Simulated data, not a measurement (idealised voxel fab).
The following process module bears the name voxel ribs on slabs.
Cross-section cut spans 235 nm and uses square cells 5 nm in size.
The cross-sections in this document take the form of a grid made of square cells. They are written out as bands, in order from top to bottom. Each band consists of one or more rows of cells.
Read a band's entry like this: the first values are the height of its top and the height of its bottom in nm, and what follows is the sequence of materials from left to right, each with its width in nm. Note that "air" is empty space, and that a single material marked "full width" reaches across the band from edge to edge.
The level at which height equals 0 is the one under which the wafer, as it arrives, is entirely one material. No lower edge exists for the bottom band, which continues downward and is notated as in "0 and below".
The notation "30 to 40" denotes a width that varies across the rows of cells in the band, beginning at the first number in the top row, finishing at the second number in the bottom row, and changing by an identical amount from each row to the next.
Where the words "no modifications" appear for a step, the cross-section shows no cell changed by that step; every cell remained as before.
The list in "Closed void inventory" covers empty spaces of 8 cells or more that cannot reach the top through any open way, and it gives each as width x height at distance; the distance is from the left edge, and width, height and distance are in nm.
Step line, after settings: the simulator's comment on this step.
For masked steps, "overlay nm" on the step line gives how far right of plan the mask actually lay; a minus sign means it lay to the left.

The steps planned for the process are as follows:
1) RECEIVE,material Si
2) DIRECTIONAL_DEP,material SiO2,thk nm 25
3) DIRECTIONAL_DEP,material polySi,thk nm 25
4) DIRECTIONAL_DEP,material aC,thk nm 10
5) PATTERN,tone cover,mask id RIB,material resist,width nm 25,thk nm 25,overlay nm 0
6) DIRECTIONAL_ETCH,etch materials aC,depth nm 10
7) STRIP,etch materials resist
8) DIRECTIONAL_ETCH,etch materials polySi,depth nm 10
9) STRIP,etch materials aC
10) DIRECTIONAL_DEP,material aC,thk nm 15
11) PATTERN,tone cover,mask id SLAB,material resist,width nm 65,thk nm 35,overlay nm 0
12) DIRECTIONAL_ETCH,etch materials aC,depth nm 15
13) STRIP,etch materials resist
14) DIRECTIONAL_ETCH,etch materials polySi,depth nm 15
15) STRIP,etch materials aC
16) FILL_DEP,material SiO2,thk nm 30
17) CMP,height nm 70
18) DIRECTIONAL_DEP,material W,thk nm 5
19) PATTERN,tone cover,mask id HEATER,material resist,width nm 35,thk nm 15,overlay nm 0
20) DIRECTIONAL_ETCH,etch materials W,depth nm 5
21) STRIP,etch materials resist
22) CONFORMAL_DEP,material SiN,thk nm 5

As-received state of the wafer in cross-section, equivalent to post-step 1:
    0 and below  Si full width
    Closed void inventory: none

The first of the two wafers as seen in cross-section once the module was finished; processing followed the plan:
    80 down to 75  air: 95; SiN: 45; air: 95
    75 down to 70  SiN: 100; W: 35; SiN: 100
    70 down to 50  SiO2 full width
    50 down to 40  SiO2: 105; polySi: 25; SiO2: 105
    40 down to 25  SiO2: 85; polySi: 65; SiO2: 85
    25 down to 0  SiO2 full width
    0 and below  Si full width
    Closed void inventory: none

Cross-section of the latter of the two wafers at module completion. It had an identical start and an identical plan to the former; in running it, one mistake was made:
    80 down to 75  air: 95; SiN: 45; air: 95
    75 down to 70  SiN: 100; W: 35; SiN: 100
    70 down to 40  SiO2 full width
    40 down to 30  SiO2: 105; polySi: 25; SiO2: 105
    30 down to 25  SiO2: 85; polySi: 65; SiO2: 85
    25 down to 0  SiO2 full width
    0 and below  Si full width
    Closed void inventory: none
What was done differently from what was planned? not per plan at step 3, really ran DIRECTIONAL_DEP,material polySi,thk nm 15
Counted in cells at the end, the second wafer holds more or fewer of these materials than the first: 26 more of SiO2, 26 fewer of polySi
